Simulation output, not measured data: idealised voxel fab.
The document below concerns the process module designated voxel wiring stack.
Square cell edge 5 nm, section width 210 nm, ID cut.
Cross-section layout: square cells on a grid; listed as bands, top to bottom; a band spans one or more cell rows.
Band: top and bottom heights (nm) first, top before bottom; then materials from left to right, widths in nm. "edge to edge" marks a sole material filling the band edge to edge. "blank" denotes empty space.
Zero point of the height axis is 0; under it, received wafer = one material. Lowest band: continues down indefinitely, "0..down".
Read "30->40" as a graded width: first number on top, second number at the bottom, same change between each pair of neighbouring rows.
The designation "remained the same", where it is given for a processing step, indicates that no cell of the cross-section was altered in the course of that step.
"Sealed internal voids" contains a list of empty spaces, each no smaller than 8 cells and without an open way to the top, written in the form width x height at distance with the distance from the left edge and all three in nm.
Text after the settings on a step's line: the simulator's own remark on that step.
The "overlay nm" setting may appear on a step's line; for a step that uses a mask, it gives how far to the right of its planned position the mask lay, and a negative value indicates the left.
## So here's the lineup of process steps we planned
step 1: RECEIVE [material Si]
step 2: CONFORMAL_DEP [material SiO2] [thk nm 10]
step 3: CONFORMAL_DEP [material SiN] [thk nm 5]
step 4: DIRECTIONAL_DEP [material lowk] [thk nm 25]
step 5: DIRECTIONAL_DEP [material aC] [thk nm 15]
step 6: PATTERN [tone open] [mask id METAL_1] [material resist] [width nm 30] [pitch nm 45] [thk nm 30] [overlay nm 0]
step 7: DIRECTIONAL_ETCH [etch materials aC] [depth nm 15]
step 8: STRIP [etch materials resist]
step 9: DIRECTIONAL_ETCH [etch materials lowk] [depth nm 25]
step 10: DIRECTIONAL_ETCH [etch materials SiN] [depth nm 5]
step 11: STRIP [etch materials aC]
step 12: CONFORMAL_DEP [material TiN] [thk nm 5]
step 13: FILL_DEP [material Cu] [thk nm 5]
step 14: CMP [height nm 40]
step 15: CONFORMAL_DEP [material SiCN] [thk nm 5]
step 16: DIRECTIONAL_DEP [material lowk] [thk nm 35]
step 17: DIRECTIONAL_DEP [material aC] [thk nm 15]
step 18: PATTERN [tone open] [mask id METAL_2_HOLES] [material resist] [width nm 15] [thk nm 35] [overlay nm 0]
step 19: DIRECTIONAL_ETCH [etch materials aC] [depth nm 15]
step 20: STRIP [etch materials resist]
step 21: DIRECTIONAL_ETCH [etch materials lowk] [depth nm 35]
step 22: STRIP [etch materials aC]
step 23: DIRECTIONAL_DEP [material aC] [thk nm 15]
step 24: PATTERN [tone open] [mask id METAL_2] [material resist] [width nm 30] [pitch nm 45] [thk nm 30] [overlay nm 0]
step 25: DIRECTIONAL_ETCH [etch materials aC] [depth nm 15]
step 26: STRIP [etch materials resist]
step 27: DIRECTIONAL_ETCH [etch materials lowk] [depth nm 20]
step 28: DIRECTIONAL_ETCH [etch materials SiCN] [depth nm 5]
step 29: STRIP [etch materials aC]
step 30: CONFORMAL_DEP [material TiN] [thk nm 5]
step 31: FILL_DEP [material Cu] [thk nm 5]
step 32: CMP [height nm 80]
step 33: CONFORMAL_DEP [material SiCN] [thk nm 5]
step 34: DIRECTIONAL_DEP [material SiO2] [thk nm 15]
step 35: MASKED_ETCH [tone open] [mask id PLUG_2] [width nm 15] [etch materials SiO2] [depth nm 15] [overlay nm 0]
step 36: MASKED_ETCH [tone open] [mask id PLUG_2] [width nm 15] [etch materials SiCN] [depth nm 5] [overlay nm 0]
step 37: EPI [material Ru] [thk nm 10]
step 38: EPI [material Ru] [thk nm 10]
step 39: CONFORMAL_DEP [material SiN] [thk nm 5]
step 40: DIRECTIONAL_DEP [material lowk] [thk nm 20]
step 41: PATTERN [tone open] [mask id METAL_3] [material resist] [width nm 30] [pitch nm 45] [thk nm 20] [overlay nm 0]
step 42: DIRECTIONAL_ETCH [etch materials lowk] [depth nm 20]
step 43: DIRECTIONAL_ETCH [etch materials SiN] [depth nm 5]
step 44: STRIP [etch materials resist]
step 45: CONFORMAL_DEP [material TiN] [thk nm 5]
step 46: FILL_DEP [material W] [thk nm 5]
step 47: CMP [height nm 125]
step 48: CONFORMAL_DEP [material SiCN] [thk nm 5]
## as received, after step 1
- 0..down = Si edge to edge
- Sealed internal voids: none
## First wafer of two, sectioned at end of module; run went per plan
- 130..125 = SiCN edge to edge
- 125..105 = lowk: 65; TiN: 5; W: 20; TiN: 5; lowk: 15; TiN: 5; W: 20; TiN: 5; lowk: 70
- 105..100 = SiN: 65; TiN: 30; SiN: 15; TiN: 30; SiN: 70
- 100..85 = SiO2: 65; Ru: 15; SiO2: 130
- 85..80 = SiCN: 65; Ru: 15; SiCN: 130
- 80..65 = lowk: 65; TiN: 5; Cu: 20; TiN: 5; lowk: 15; TiN: 5; Cu: 20; TiN: 5; lowk: 70
- 65..60 = lowk: 65; TiN: 5; Cu: 5; TiN: 20; lowk: 15; TiN: 30; lowk: 70
- 60..45 = lowk: 65; TiN: 5; Cu: 5; TiN: 5; lowk: 130
- 45..40 = SiCN: 65; TiN: 15; SiCN: 130
- 40..15 = lowk: 65; TiN: 5; Cu: 20; TiN: 5; lowk: 15; TiN: 5; Cu: 20; TiN: 5; lowk: 70
- 15..10 = SiN: 65; TiN: 30; SiN: 15; TiN: 30; SiN: 70
- 10..0 = SiO2 edge to edge
- 0..down = Si edge to edge
- Sealed internal voids: none
## Same start, same plan as the first wafer - but one mistake in the run. Cross-section of the second of the two at the end of the module
- 130..125 = SiCN edge to edge
- 125..105 = lowk: 65; TiN: 5; W: 20; TiN: 5; lowk: 15; TiN: 5; W: 20; TiN: 5; lowk: 70
- 105..100 = SiN: 65; TiN: 30; SiN: 15; TiN: 30; SiN: 70
- 100..85 = SiO2: 65; Ru: 15; SiO2: 130
- 85..80 = SiCN: 70; Ru: 10; SiCN: 130
- 80..65 = lowk: 65; TiN: 5; Cu: 20; TiN: 5; lowk: 15; TiN: 5; Cu: 20; TiN: 5; lowk: 70
- 65..60 = lowk: 65; TiN: 5; Cu: 5; TiN: 20; lowk: 15; TiN: 30; lowk: 70
- 60..45 = lowk: 65; TiN: 5; Cu: 5; TiN: 5; lowk: 130
- 45..40 = SiCN: 65; TiN: 15; SiCN: 130
- 40..15 = lowk: 65; TiN: 5; Cu: 20; TiN: 5; lowk: 15; TiN: 5; Cu: 20; TiN: 5; lowk: 70
- 15..10 = SiN: 65; TiN: 30; SiN: 15; TiN: 30; SiN: 70
- 10..0 = SiO2 edge to edge
- 0..down = Si edge to edge
- Sealed internal voids: none
Nonconformance to the process plan: off-plan run, step 36, actual operation and settings MASKED_ETCH [tone open] [mask id PLUG_2] [width nm 15] [etch materials SiCN] [depth nm 5] [overlay nm 5]
Wafer comparison, final, in cells, second relative to first, materials more or fewer: Ru: 1 fewer | SiCN: 1 more
